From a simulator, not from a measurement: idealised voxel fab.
Process module name: voxel capacitor over wiring
Displayed cross-section: cut, width of 140 nm, square cells sized 5 nm.
Think of the cross-section as a grid of square cells. We describe it in bands, top to bottom, and each band covers one or more rows of those cells. Per band: top height and bottom height in nm, followed by the left-to-right materials and their widths in nm; "all across" marks a single material spanning edge to edge, "blank" marks empty space. Height is counted from the level 0, under which the received wafer is composed throughout of one material. The lowest of the bands is not closed at the bottom but continues downward, in the notation "0 and below". The width entry "30->40" should be interpreted row by row: the top row of cells in the band takes the first number, the bottom row takes the second number, and the change between adjacent rows is uniform throughout. A step reported as "nothing got changed" is a step in which no cell of the cross-section changed. Listed in "Completely sealed voids": every empty space of 8 or more cells without an open way to the top. Form: width x height at distance, the distance being from the left edge, all in nm. Text after the settings on a step's line: the simulator's own remark on that step. Regarding "overlay nm": on a step with a mask, it is the distance the mask lay to the right of its planned place; a negative value places it to the left.

-- These are the steps we planned for the process
| 1 | RECEIVE (material Si) |
| 2 | CONFORMAL_DEP (material SiO2; thk nm 10) |
| 3 | DIRECTIONAL_DEP (material TiN; thk nm 5) |
| 4 | DIRECTIONAL_DEP (material Ru; thk nm 15) |
| 5 | MASKED_ETCH (tone cover; mask id METAL_1; width nm 20; pitch nm 80; etch materials Ru; depth nm 15; overlay nm 0) |
| 6 | MASKED_ETCH (tone cover; mask id METAL_1; width nm 20; pitch nm 80; etch materials TiN; depth nm 5; overlay nm 0) |
| 7 | CONFORMAL_DEP (material SiCN; thk nm 5) |
| 8 | FILL_DEP (material SiO2; thk nm 10) |
| 9 | CMP (height nm 30) |
| 10 | CONFORMAL_DEP (material SiCN; thk nm 5) |
| 11 | DIRECTIONAL_DEP (material lowk; thk nm 15) |
| 12 | MASKED_ETCH (tone open; mask id PLUG_1; width nm 15; etch materials lowk; depth nm 15; overlay nm 0) |
| 13 | MASKED_ETCH (tone open; mask id PLUG_1; width nm 15; etch materials SiCN; depth nm 5; overlay nm 0) |
| 14 | EPI (material Ru; thk nm 10) |
| 15 | EPI (material Ru; thk nm 10) |
| 16 | DIRECTIONAL_DEP (material TiN; thk nm 10) |
| 17 | DIRECTIONAL_DEP (material SiN; thk nm 5) |
| 18 | DIRECTIONAL_DEP (material TiN; thk nm 5) |
| 19 | PATTERN (tone cover; mask id UPPER_PLATE; material resist; width nm 65; thk nm 15; overlay nm 0) |
| 20 | DIRECTIONAL_ETCH (etch materials TiN; depth nm 5) |
| 21 | DIRECTIONAL_ETCH (etch materials SiN; depth nm 5) |
| 22 | STRIP (etch materials resist) |
| 23 | DIRECTIONAL_DEP (material aC; thk nm 15) |
| 24 | PATTERN (tone cover; mask id LOWER_PLATE; material resist; width nm 75; thk nm 30; overlay nm 0) |
| 25 | DIRECTIONAL_ETCH (etch materials aC; depth nm 15) |
| 26 | STRIP (etch materials resist) |
| 27 | DIRECTIONAL_ETCH (etch materials TiN; depth nm 10) |
| 28 | STRIP (etch materials aC) |
| 29 | FILL_DEP (material SiO2; thk nm 15) |
| 30 | CMP (height nm 80) |
| 31 | PATTERN (tone open; mask id PLUG_2; material resist; width nm 15; thk nm 15; overlay nm 0) |
| 32 | DIRECTIONAL_ETCH (etch materials SiO2; depth nm 10) |
| 33 | STRIP (etch materials resist) |
| 34 | CONFORMAL_DEP (material TiN; thk nm 5) |
| 35 | FILL_DEP (material W; thk nm 5) |
| 36 | CMP (height nm 80) |
| 37 | CONFORMAL_DEP (material SiN; thk nm 5) |

-- So, the first of our two wafers, run just as we planned it

-- Received-state cross-section, reflecting completion of step 1
* 0 and below  Si all across
* Completely sealed voids: none

-- How the wafer stands in section after step 2
* 10 down to 0  SiO2 all across
* Below 0, no change.

-- How the wafer stands in section after step 3
* 15 down to 10  TiN all across
* Below 10, no change.

-- How the wafer stands in section after step 4
* 30 down to 15  Ru all across
* Below 15, no change.

-- How the wafer stands in section after step 5
* 30 down to 15  blank 20, then Ru 20, then blank 60, then Ru 20, then blank 20
* Below 15, no change.

-- How the wafer stands in section after step 6
* 30 down to 15  blank 20, then Ru 20, then blank 60, then Ru 20, then blank 20
* 15 down to 10  blank 20, then TiN 20, then blank 60, then TiN 20, then blank 20
* Below 10, no change.

-- How the wafer stands in section after step 7
* 35 down to 30  blank 15, then SiCN 30, then blank 50, then SiCN 30, then blank 15
* 30 down to 15  blank 15, then SiCN 5, then Ru 20, then SiCN 5, then blank 50, then SiCN 5, then Ru 20, then SiCN 5, then blank 15
* 15 down to 10  SiCN 20, then TiN 20, then SiCN 60, then TiN 20, then SiCN 20
* Below 10, no change.

-- How the wafer stands in section after step 8
* 45 down to 35  SiO2 all across
* 35 down to 30  SiO2 15, then SiCN 30, then SiO2 50, then SiCN 30, then SiO2 15
* 30 down to 15  SiO2 15, then SiCN 5, then Ru 20, then SiCN 5, then SiO2 50, then SiCN 5, then Ru 20, then SiCN 5, then SiO2 15
* Below 15, no change.

-- How the wafer stands in section after step 9
* 30 down to 15  SiO2 15, then SiCN 5, then Ru 20, then SiCN 5, then SiO2 50, then SiCN 5, then Ru 20, then SiCN 5, then SiO2 15
* Below 15, no change.

-- How the wafer stands in section after step 10
* 35 down to 30  SiCN all across
* Below 30, no change.

-- How the wafer stands in section after step 11
* 50 down to 35  lowk all across
* Below 35, no change.

-- How the wafer stands in section after step 12
* 50 down to 35  lowk 25, then blank 15, then lowk 100
* Below 35, no change.

-- How the wafer stands in section after step 13
* 50 down to 35  lowk 25, then blank 15, then lowk 100
* 35 down to 30  SiCN 25, then blank 15, then SiCN 100
* Below 30, no change.

-- How the wafer stands in section after step 14
* 50 down to 40  lowk 25, then blank 15, then lowk 100
* 40 down to 35  lowk 25, then Ru 15, then lowk 100
* 35 down to 30  SiCN 25, then Ru 15, then SiCN 100
* Below 30, no change.

-- How the wafer stands in section after step 15
* 50 down to 35  lowk 25, then Ru 15, then lowk 100
* Below 35, no change.

-- How the wafer stands in section after step 16
* 60 down to 50  TiN all across
* Below 50, no change.

-- How the wafer stands in section after step 17
* 65 down to 60  SiN all across
* Below 60, no change.

-- How the wafer stands in section after step 18
* 70 down to 65  TiN all across
* Below 65, no change.

-- How the wafer stands in section after step 19
* 85 down to 70  blank 25, then resist 65, then blank 50
* Below 70, no change.

-- How the wafer stands in section after step 20
* 85 down to 70  blank 25, then resist 65, then blank 50
* 70 down to 65  blank 25, then TiN 65, then blank 50
* Below 65, no change.

-- How the wafer stands in section after step 21
* 85 down to 70  blank 25, then resist 65, then blank 50
* 70 down to 65  blank 25, then TiN 65, then blank 50
* 65 down to 60  blank 25, then SiN 65, then blank 50
* Below 60, no change.

-- How the wafer stands in section after step 22
* 70 down to 65  blank 25, then TiN 65, then blank 50
* Below 65, no change.

-- How the wafer stands in section after step 23
* 85 down to 75  blank 25, then aC 65, then blank 50
* 75 down to 70  aC all across
* 70 down to 65  aC 25, then TiN 65, then aC 50
* 65 down to 60  aC 25, then SiN 65, then aC 50
* Below 60, no change.

-- How the wafer stands in section after step 24
* 115 down to 85  blank 20, then resist 75, then blank 45
* 85 down to 75  blank 20, then resist 5, then aC 65, then resist 5, then blank 45
* Below 75, no change.

-- How the wafer stands in section after step 25
* 100 down to 85  blank 20, then resist 75, then blank 45
* 85 down to 75  blank 20, then resist 5, then aC 65, then resist 5, then blank 45
* 75 down to 70  blank 20, then aC 75, then blank 45
* 70 down to 65  blank 20, then aC 5, then TiN 65, then aC 5, then blank 45
* 65 down to 60  blank 20, then aC 5, then SiN 65, then aC 5, then blank 45
* Below 60, no change.

-- How the wafer stands in section after step 26
* 85 down to 75  blank 25, then aC 65, then blank 50
* Below 75, no change.

-- How the wafer stands in section after step 27
* 85 down to 75  blank 25, then aC 65, then blank 50
* 75 down to 70  blank 20, then aC 75, then blank 45
* 70 down to 65  blank 20, then aC 5, then TiN 65, then aC 5, then blank 45
* 65 down to 60  blank 20, then aC 5, then SiN 65, then aC 5, then blank 45
* 60 down to 50  blank 20, then TiN 75, then blank 45
* Below 50, no change.

-- How the wafer stands in section after step 28
* 70 down to 65  blank 25, then TiN 65, then blank 50
* 65 down to 60  blank 25, then SiN 65, then blank 50
* Below 60, no change.

-- How the wafer stands in section after step 29
* 85 down to 70  SiO2 all across
* 70 down to 65  SiO2 25, then TiN 65, then SiO2 50
* 65 down to 60  SiO2 25, then SiN 65, then SiO2 50
* 60 down to 50  SiO2 20, then TiN 75, then SiO2 45
* Below 50, no change.

-- How the wafer stands in section after step 30
* 80 down to 70  SiO2 all across
* Below 70, no change.

-- How the wafer stands in section after step 31
* 95 down to 80  resist 35, then blank 15, then resist 90
* Below 80, no change.

-- How the wafer stands in section after step 32
* 95 down to 80  resist 35, then blank 15, then resist 90
* 80 down to 70  SiO2 35, then blank 15, then SiO2 90
* Below 70, no change.

-- How the wafer stands in section after step 33
* 80 down to 70  SiO2 35, then blank 15, then SiO2 90
* Below 70, no change.

-- How the wafer stands in section after step 34
* 85 down to 80  TiN 40, then blank 5, then TiN 95
* 80 down to 75  SiO2 35, then TiN 5, then blank 5, then TiN 5, then SiO2 90
* 75 down to 65  SiO2 35->25, then TiN 15->65, then SiO2 90->50
* Below 65, no change.

-- How the wafer stands in section after step 35
* 90 down to 85  W all across
* 85 down to 80  TiN 40, then W 5, then TiN 95
* 80 down to 75  SiO2 35, then TiN 5, then W 5, then TiN 5, then SiO2 90
* Below 75, no change.

-- How the wafer stands in section after step 36
* 80 down to 75  SiO2 35, then TiN 5, then W 5, then TiN 5, then SiO2 90
* Below 75, no change.

-- How the wafer stands in section after step 37
* 85 down to 80  SiN all across
* Below 80, no change.

-- The remaining wafer, second of the two, started like the first and was run to the same plan, except that one mistake was made along the way; the two coincide through step 11, inclusive

-- Second wafer: cross-section at the scheduled end of step 12
* 50 down to 45  lowk 25, then blank 15, then lowk 100
* Below 45, no change.

Second wafer: cross-section at the scheduled end of step 13: nothing got changed

Second wafer: cross-section at the scheduled end of step 14: nothing got changed

Second wafer: cross-section at the scheduled end of step 15: nothing got changed

-- Second wafer: cross-section at the scheduled end of step 16
* 60 down to 55  TiN 25, then blank 15, then TiN 100
* 55 down to 50  TiN all across
* 50 down to 45  lowk 25, then TiN 15, then lowk 100
* Below 45, no change.

-- Second wafer: cross-section at the scheduled end of step 17
* 65 down to 60  SiN 25, then blank 15, then SiN 100
* 60 down to 55  TiN 25, then SiN 15, then TiN 100
* Below 55, no change.

-- Second wafer: cross-section at the scheduled end of step 18
* 70 down to 65  TiN 25, then blank 15, then TiN 100
* 65 down to 60  SiN 25, then TiN 15, then SiN 100
* Below 60, no change.

-- Second wafer: cross-section at the scheduled end of step 19
* 85 down to 70  blank 25, then resist 65, then blank 50
* 70 down to 65  TiN 25, then resist 15, then TiN 100
* Below 65, no change.

-- Second wafer: cross-section at the scheduled end of step 20
* 85 down to 70  blank 25, then resist 65, then blank 50
* 70 down to 65  blank 25, then resist 15, then TiN 50, then blank 50
* Below 65, no change.

-- Second wafer: cross-section at the scheduled end of step 21
* 85 down to 70  blank 25, then resist 65, then blank 50
* 70 down to 65  blank 25, then resist 15, then TiN 50, then blank 50
* 65 down to 60  blank 25, then TiN 15, then SiN 50, then blank 50
* Below 60, no change.

-- Second wafer: cross-section at the scheduled end of step 22
* 70 down to 65  blank 40, then TiN 50, then blank 50
* Below 65, no change.

-- Second wafer: cross-section at the scheduled end of step 23
* 85 down to 75  blank 40->25, then aC 50->65, then blank 50
* 75 down to 70  aC all across
* 70 down to 65  aC 40, then TiN 50, then aC 50
* 65 down to 60  aC 25, then TiN 15, then SiN 50, then aC 50
* Below 60, no change.

-- Second wafer: cross-section at the scheduled end of step 24
* 115 down to 85  blank 20, then resist 75, then blank 45
* 85 down to 75  blank 20, then resist 20->5, then aC 50->65, then resist 5, then blank 45
* Below 75, no change.

-- Second wafer: cross-section at the scheduled end of step 25
* 100 down to 85  blank 20, then resist 75, then blank 45
* 85 down to 75  blank 20, then resist 20->5, then aC 50->65, then resist 5, then blank 45
* 75 down to 70  blank 20, then aC 75, then blank 45
* 70 down to 65  blank 20, then aC 20, then TiN 50, then aC 5, then blank 45
* 65 down to 60  blank 20, then aC 5, then TiN 15, then SiN 50, then aC 5, then blank 45
* Below 60, no change.

-- Second wafer: cross-section at the scheduled end of step 26
* 85 down to 75  blank 40->25, then aC 50->65, then blank 50
* Below 75, no change.

-- Second wafer: cross-section at the scheduled end of step 27
* 85 down to 75  blank 40->25, then aC 50->65, then blank 50
* 75 down to 70  blank 20, then aC 75, then blank 45
* 70 down to 65  blank 20, then aC 20, then TiN 50, then aC 5, then blank 45
* 65 down to 60  blank 20, then aC 5, then TiN 15, then SiN 50, then aC 5, then blank 45
* 60 down to 55  blank 20, then TiN 5, then SiN 15, then TiN 55, then blank 45
* 55 down to 50  blank 20, then TiN 75, then blank 45
* Below 50, no change.

-- Second wafer: cross-section at the scheduled end of step 28
* 70 down to 65  blank 40, then TiN 50, then blank 50
* 65 down to 60  blank 25, then TiN 15, then SiN 50, then blank 50
* Below 60, no change.

-- Second wafer: cross-section at the scheduled end of step 29
* 85 down to 70  SiO2 all across
* 70 down to 65  SiO2 40, then TiN 50, then SiO2 50
* 65 down to 60  SiO2 25, then TiN 15, then SiN 50, then SiO2 50
* 60 down to 55  SiO2 20, then TiN 5, then SiN 15, then TiN 55, then SiO2 45
* 55 down to 50  SiO2 20, then TiN 75, then SiO2 45
* Below 50, no change.

-- Second wafer: cross-section at the scheduled end of step 30
* 80 down to 70  SiO2 all across
* Below 70, no change.

-- Second wafer: cross-section at the scheduled end of step 31
* 95 down to 80  resist 35, then blank 15, then resist 90
* Below 80, no change.

-- Second wafer: cross-section at the scheduled end of step 32
* 95 down to 80  resist 35, then blank 15, then resist 90
* 80 down to 70  SiO2 35, then blank 15, then SiO2 90
* Below 70, no change.

-- Second wafer: cross-section at the scheduled end of step 33
* 80 down to 70  SiO2 35, then blank 15, then SiO2 90
* Below 70, no change.

-- Second wafer: cross-section at the scheduled end of step 34
* 85 down to 80  TiN 40, then blank 5, then TiN 95
* 80 down to 75  SiO2 35, then TiN 5, then blank 5, then TiN 5, then SiO2 90
* 75 down to 65  SiO2 35->40, then TiN 15->50, then SiO2 90->50
* Below 65, no change.

-- Second wafer: cross-section at the scheduled end of step 35
* 90 down to 85  W all across
* 85 down to 80  TiN 40, then W 5, then TiN 95
* 80 down to 75  SiO2 35, then TiN 5, then W 5, then TiN 5, then SiO2 90
* Below 75, no change.

-- Second wafer: cross-section at the scheduled end of step 36
* 80 down to 75  SiO2 35, then TiN 5, then W 5, then TiN 5, then SiO2 90
* Below 75, no change.

-- Second wafer: cross-section at the scheduled end of step 37
* 85 down to 80  SiN all across
* Below 80, no change.
Diagnosis: step 12 did not happen as planned, as run it was MASKED_ETCH (tone open; mask id PLUG_1; width nm 15; etch materials lowk; depth nm 5; overlay nm 0)
Looking at both finished wafers in cells, the second ends up ahead of or behind the first on some materials: 12 fewer of Ru; 3 more of SiCN; 3 more of SiO2; 6 more of lowk
